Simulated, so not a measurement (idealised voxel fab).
process module | voxel double patterning
For reference, the cross-section in this document is cut, with width 235 nm and square cells of 5 nm.
For the purposes of this document, a cross-section shall be understood as a grid of square cells, specified as bands listed in top-to-bottom order, each band consisting of one or more rows of cells.
This entry defines a band. It first specifies the height of the band's top and the height of its bottom in nm, and then specifies the band's materials from left to right, stating each material with its width in nm. The word "throughout" identifies a single material that fills the band from edge to edge, while the word "air" identifies empty space.
Note: height 0 marks the level under which the wafer is uniformly one material as received. Lowest band unbounded below, written "0 nm and below".
The width entry "30->40" should be interpreted row by row: the top row of cells in the band takes the first number, the bottom row takes the second number, and the change between adjacent rows is uniform throughout.
For the purposes of this document, the phrase "remained unchanged" attached to a step denotes that no cell within the cross-section was modified by that step.
"Closed void register" - sealed voids, min. 8 cells, no opening to top; format: width x height at distance (distance from left edge; nm throughout).
Note: text after step settings on the step line = simulator remark on that step.
overlay nm: mask right of planned place by this much (step with mask). Neg. = left.
[Steps planned for the process]
1: op RECEIVE | material Si
2: op CONFORMAL_DEP | material SiO2 | thk nm 10
3: op DIRECTIONAL_DEP | material W | thk nm 15
4: op DIRECTIONAL_DEP | material SiN | thk nm 5
5: op PATTERN | tone open | mask id FIRST | material resist | width nm 15 | pitch nm 50 | thk nm 20 | overlay nm 0
6: op DIRECTIONAL_ETCH | etch materials SiN | depth nm 5
7: op STRIP | etch materials resist
8: op MASKED_ETCH | tone open | mask id SECOND | width nm 15 | etch materials SiN | depth nm 5 | overlay nm 0
9: op DIRECTIONAL_ETCH | etch materials W | depth nm 15
10: op STRIP | etch materials SiN
[Here's what the wafer looked like in cross-section when it arrived - that's after step 1]
    0 nm and below | Si throughout
    Closed void register: none
[What the wafer looks like in cross-section after this module, when it starts as shown above and follows the plan above but one mistake is made in running it]
    25 nm to 10 nm | 110 nm air, then 15 nm W, then 110 nm air
    10 nm to 0 nm | SiO2 throughout
    0 nm and below | Si throughout
    Closed void register: none
In executing the process, a mistake was made relative to the plan: in deviation from the planned setting, step 8 was conducted as op MASKED_ETCH | tone cover | mask id SECOND | width nm 15 | etch materials SiN | depth nm 5 | overlay nm 0
